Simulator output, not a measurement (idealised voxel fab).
process module | voxel fin reveal
cross-section cut | 200 nm wide | cells 5 nm
A cross-section is a grid of square cells, given in bands from the top down. A band is one or more rows of cells.
Each band's line starts with the height of the band's top and of its bottom, in nm. Then come its materials from left to right, each with its width in nm. One material with "throughout" fills the band from edge to edge. "air" is empty space.
Height 0 is the level under which the wafer as received is all one material. The lowest band goes on downwards, as in "0 down".
A width such as "30 to 40" changes by the same amount from each row of cells to the next, from the band's top row to its bottom row.
"no change" after a step means that no cell of the cross-section changed.
closed voids: empty space of 8 cells or more with no open way to the top, each as width x height at its distance from the left edge, in nm
after a step's settings: what the simulator itself notes on the step
overlay nm, on a step with a mask: how far to the right of its planned place the mask lay; to the left if negative
plan
1 op RECEIVE | material Si
2 op CONFORMAL_DEP | material SiN | thk nm 5
3 op MASKED_ETCH | tone cover | mask id FINS | width nm 15 | pitch nm 40 | etch materials SiN | depth nm 5 | overlay nm 0
4 op MASKED_ETCH | tone cover | mask id FINS | width nm 15 | pitch nm 40 | etch materials Si | depth nm 40 | overlay nm 0
5 op OXIDIZE | depth nm 5
6 op FILL_DEP | material SiO2 | thk nm 5
7 op CMP | height nm 5
8 op SELECTIVE_ETCH | etch materials SiO2 | depth nm 20
9 op STRIP | etch materials SiN
varied across the wafers: width nm of step 3. The plan shows the first wafer's value. All wafers start alike
first wafer as received, after step 1
  0 down: Si throughout
  closed voids: none
each wafer at the end: cells of each material gained (+) or lost (-) since it was received, then its closed voids
width nm 15 | -333 Si | +222 SiO2 | closed voids: none
width nm 20 | -306 Si | +204 SiO2 | closed voids: none
width nm 25 | -279 Si | +186 SiO2 | closed voids: none
